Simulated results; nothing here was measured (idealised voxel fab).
The document below concerns the process module designated voxel trench capacitor.
Displayed cross-section: cut, width of 180 nm, square cells sized 5 nm.
Cross-section spec: square-cell grid; bands listed top down; each band is one or more rows.
Look at the band entry: it leads with the top's height and the bottom's height in nm. Then it lists the materials left to right, with a width in nm for each. The word "everywhere" on a single material says that material fills the band edge to edge. The word "air" is empty space.
Heights are expressed relative to 0, this being the level below which the as-received wafer comprises one material exclusively. The lowest band is unbounded in the downward direction and is denoted as in "0 and below".
The two numbers in a width such as "30..40" mark its ends across the band: the first belongs to the top row of cells, the second to the bottom row, and from each row to the next the width moves by the same amount.
Given "no change" for a step, no cell of the cross-section differs between before and after that step.
Entry "Closed internal cavities". Content: empty spaces with no open connection to the top, size 8 cells or greater. Each: width x height at distance. Distance: from left edge. Unit: nm.
That trailing text on a step's line, after the settings, is the simulator's own remark on the step.
"overlay nm" on a masked step: distance the mask lay right of its planned place, negative for left.

### Steps planned for the process
1) RECEIVE (material Si)
2) CONFORMAL_DEP (material SiN; thk nm 10)
3) DIRECTIONAL_DEP (material aC; thk nm 10)
4) PATTERN (tone open; mask id TRENCH; material resist; width nm 25; pitch nm 55; thk nm 25; overlay nm -15)
5) DIRECTIONAL_ETCH (etch materials aC; depth nm 10)
6) STRIP (etch materials resist)
7) DIRECTIONAL_ETCH (etch materials SiN; depth nm 10)
8) DIRECTIONAL_ETCH (etch materials Si; depth nm 40)
9) STRIP (etch materials aC)
10) CONFORMAL_DEP (material SiO2; thk nm 5)
11) FILL_DEP (material polySi; thk nm 10)
12) CMP (height nm 10)
Across this set of wafers, the varied parameter is the overlay nm of step 4. Starting conditions are identical for every wafer, and the plan reports the value assigned to the first wafer.

### Cross-section of the first of several wafers as received (after step 1)
	0 and below: Si everywhere
	Closed internal cavities: none

### The table below has one row for each wafer; a row shows, as of the end of the module, how many cells of each material the wafer has gained, marked (+), or lost, marked (-), since it was received, and then the wafer's closed voids
overlay nm -15 | -80 Si | +52 SiN | +46 SiO2 | +54 polySi | Closed internal cavities: none
overlay nm -10 | -80 Si | +52 SiN | +46 SiO2 | +54 polySi | Closed internal cavities: none
overlay nm -5 | -80 Si | +52 SiN | +46 SiO2 | +54 polySi | Closed internal cavities: none
overlay nm 0 | -80 Si | +52 SiN | +46 SiO2 | +54 polySi | Closed internal cavities: none
overlay nm 5 | -80 Si | +52 SiN | +46 SiO2 | +54 polySi | Closed internal cavities: none
overlay nm 10 | -80 Si | +52 SiN | +46 SiO2 | +54 polySi | Closed internal cavities: none
overlay nm 15 | -80 Si | +52 SiN | +46 SiO2 | +54 polySi | Closed internal cavities: none
